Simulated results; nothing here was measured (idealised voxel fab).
This section sets out a process module, namely voxel trench capacitor.
Pictured: cross-section cut, 250 nm wide, on a grid of 5 nm square cells.
Cross-section spec: square-cell grid; bands listed top down; each band is one or more rows.
First you get the band's top height and its bottom height, in nm, and then the materials it's made of, left to right, with each width in nm. If you see a single material with "all across", that one covers the band edge to edge. "blank" is empty space.
Below 0: as-received wafer, all one material; heights counted from there. Lowest band: no bottom, goes on down, written "from 0 down".
A width given as "30 to 40" starts at the first number in the band's top row and ends at the second number in its bottom row, shifting by an equal amount at every step from row to row.
The cross-section has no changed cell in any step marked "all unchanged".
Look at "Closed-off voids" for the closed voids: empty spaces with no open path to the top, sized 8 cells or up. Each is width x height at distance, distance from the left edge, all nm.
On a step's line, text after the settings is the simulator commenting on that step.
Among the settings permitted on a step's line is "overlay nm"; applied to a step with a mask, it specifies the extent to which the mask lay to the right of its planned position, whereas a negative figure signifies a position to the left.

Planned process steps
| 1 | RECEIVE, material Si |
| 2 | CONFORMAL_DEP, material SiN, thk nm 10 |
| 3 | DIRECTIONAL_DEP, material aC, thk nm 15 |
| 4 | PATTERN, tone open, mask id TRENCH, material resist, width nm 25, pitch nm 50, thk nm 35, overlay nm 0 |
| 5 | DIRECTIONAL_ETCH, etch materials aC, depth nm 15 |
| 6 | STRIP, etch materials resist |
| 7 | DIRECTIONAL_ETCH, etch materials SiN, depth nm 10 |
| 8 | DIRECTIONAL_ETCH, etch materials Si, depth nm 25 |
| 9 | STRIP, etch materials aC |
| 10 | CONFORMAL_DEP, material SiO2, thk nm 5 |
| 11 | FILL_DEP, material polySi, thk nm 5 |
| 12 | CMP, height nm 10 |

Concerning the first of two wafers, which was run in accordance with the plan

Cross-section of the wafer upon arrival, representing the state reached after step 1
from 0 down | Si all across
Closed-off voids: none

Cross-sectional representation of the wafer at the conclusion of step 2
from 10 to 0 | SiN all across
At heights below 0, the structure remains unaltered.

Cross-sectional representation of the wafer at the conclusion of step 3
from 25 to 10 | aC all across
At heights below 10, the structure remains unaltered.

Cross-sectional representation of the wafer at the conclusion of step 4
from 60 to 25 | resist: 85 / blank: 25 / resist: 25 / blank: 25 / resist: 90
At heights below 25, the structure remains unaltered.

Cross-sectional representation of the wafer at the conclusion of step 5
from 45 to 25 | resist: 85 / blank: 25 / resist: 25 / blank: 25 / resist: 90
from 25 to 10 | aC: 85 / blank: 25 / aC: 25 / blank: 25 / aC: 90
At heights below 10, the structure remains unaltered.

Cross-sectional representation of the wafer at the conclusion of step 6
from 25 to 10 | aC: 85 / blank: 25 / aC: 25 / blank: 25 / aC: 90
At heights below 10, the structure remains unaltered.

Cross-sectional representation of the wafer at the conclusion of step 7
from 25 to 10 | aC: 85 / blank: 25 / aC: 25 / blank: 25 / aC: 90
from 10 to 0 | SiN: 85 / blank: 25 / SiN: 25 / blank: 25 / SiN: 90
At heights below 0, the structure remains unaltered.

Cross-sectional representation of the wafer at the conclusion of step 8
from 25 to 10 | aC: 85 / blank: 25 / aC: 25 / blank: 25 / aC: 90
from 10 to 0 | SiN: 85 / blank: 25 / SiN: 25 / blank: 25 / SiN: 90
from 0 to -25 | Si: 85 / blank: 25 / Si: 25 / blank: 25 / Si: 90
At heights below -25, the structure remains unaltered.

Cross-sectional representation of the wafer at the conclusion of step 9
from 10 to 0 | SiN: 85 / blank: 25 / SiN: 25 / blank: 25 / SiN: 90
At heights below 0, the structure remains unaltered.

Cross-sectional representation of the wafer at the conclusion of step 10
from 15 to 10 | SiO2: 90 / blank: 15 / SiO2: 35 / blank: 15 / SiO2: 95
from 10 to 0 | SiN: 85 / SiO2: 5 / blank: 15 / SiO2: 5 / SiN: 25 / SiO2: 5 / blank: 15 / SiO2: 5 / SiN: 90
from 0 to -20 | Si: 85 / SiO2: 5 / blank: 15 / SiO2: 5 / Si: 25 / SiO2: 5 / blank: 15 / SiO2: 5 / Si: 90
from -20 to -25 | Si: 85 / SiO2: 25 / Si: 25 / SiO2: 25 / Si: 90
At heights below -25, the structure remains unaltered.

Cross-sectional representation of the wafer at the conclusion of step 11
from 20 to 15 | polySi all across
from 15 to 10 | SiO2: 90 / polySi: 15 / SiO2: 35 / polySi: 15 / SiO2: 95
from 10 to 0 | SiN: 85 / SiO2: 5 / polySi: 15 / SiO2: 5 / SiN: 25 / SiO2: 5 / polySi: 15 / SiO2: 5 / SiN: 90
from 0 to -20 | Si: 85 / SiO2: 5 / polySi: 15 / SiO2: 5 / Si: 25 / SiO2: 5 / polySi: 15 / SiO2: 5 / Si: 90
At heights below -20, the structure remains unaltered.

Cross-sectional representation of the wafer at the conclusion of step 12
from 10 to 0 | SiN: 85 / SiO2: 5 / polySi: 15 / SiO2: 5 / SiN: 25 / SiO2: 5 / polySi: 15 / SiO2: 5 / SiN: 90
At heights below 0, the structure remains unaltered.

Companion wafer, the second of two: same beginning, same intended sequence, one mistake in carrying it out; through step 8 inclusive it tracks the first exactly

Cross-section of the second wafer corresponding to the planned conclusion of step 9
from 30 to 25 | SiO2: 90 / blank: 15 / SiO2: 35 / blank: 15 / SiO2: 95
from 25 to 10 | aC: 85 / SiO2: 5 / blank: 15 / SiO2: 5 / aC: 25 / SiO2: 5 / blank: 15 / SiO2: 5 / aC: 90
from 10 to 0 | SiN: 85 / SiO2: 5 / blank: 15 / SiO2: 5 / SiN: 25 / SiO2: 5 / blank: 15 / SiO2: 5 / SiN: 90
from 0 to -20 | Si: 85 / SiO2: 5 / blank: 15 / SiO2: 5 / Si: 25 / SiO2: 5 / blank: 15 / SiO2: 5 / Si: 90
from -20 to -25 | Si: 85 / SiO2: 25 / Si: 25 / SiO2: 25 / Si: 90
At heights below -25, the structure remains unaltered.

Cross-section of the second wafer corresponding to the planned conclusion of step 10: all unchanged

Cross-section of the second wafer corresponding to the planned conclusion of step 11
from 35 to 30 | polySi all across
from 30 to 25 | SiO2: 90 / polySi: 15 / SiO2: 35 / polySi: 15 / SiO2: 95
from 25 to 10 | aC: 85 / SiO2: 5 / polySi: 15 / SiO2: 5 / aC: 25 / SiO2: 5 / polySi: 15 / SiO2: 5 / aC: 90
from 10 to 0 | SiN: 85 / SiO2: 5 / polySi: 15 / SiO2: 5 / SiN: 25 / SiO2: 5 / polySi: 15 / SiO2: 5 / SiN: 90
from 0 to -20 | Si: 85 / SiO2: 5 / polySi: 15 / SiO2: 5 / Si: 25 / SiO2: 5 / polySi: 15 / SiO2: 5 / Si: 90
At heights below -20, the structure remains unaltered.

Cross-section of the second wafer corresponding to the planned conclusion of step 12
from 10 to 0 | SiN: 85 / SiO2: 5 / polySi: 15 / SiO2: 5 / SiN: 25 / SiO2: 5 / polySi: 15 / SiO2: 5 / SiN: 90
At heights below 0, the structure remains unaltered.
So what did we get wrong on this run? the run placed steps 9 and 10 each in the position the plan gave to the other
The mistake has no effect on what this model computes, because the two wafers end with the same cross-section.
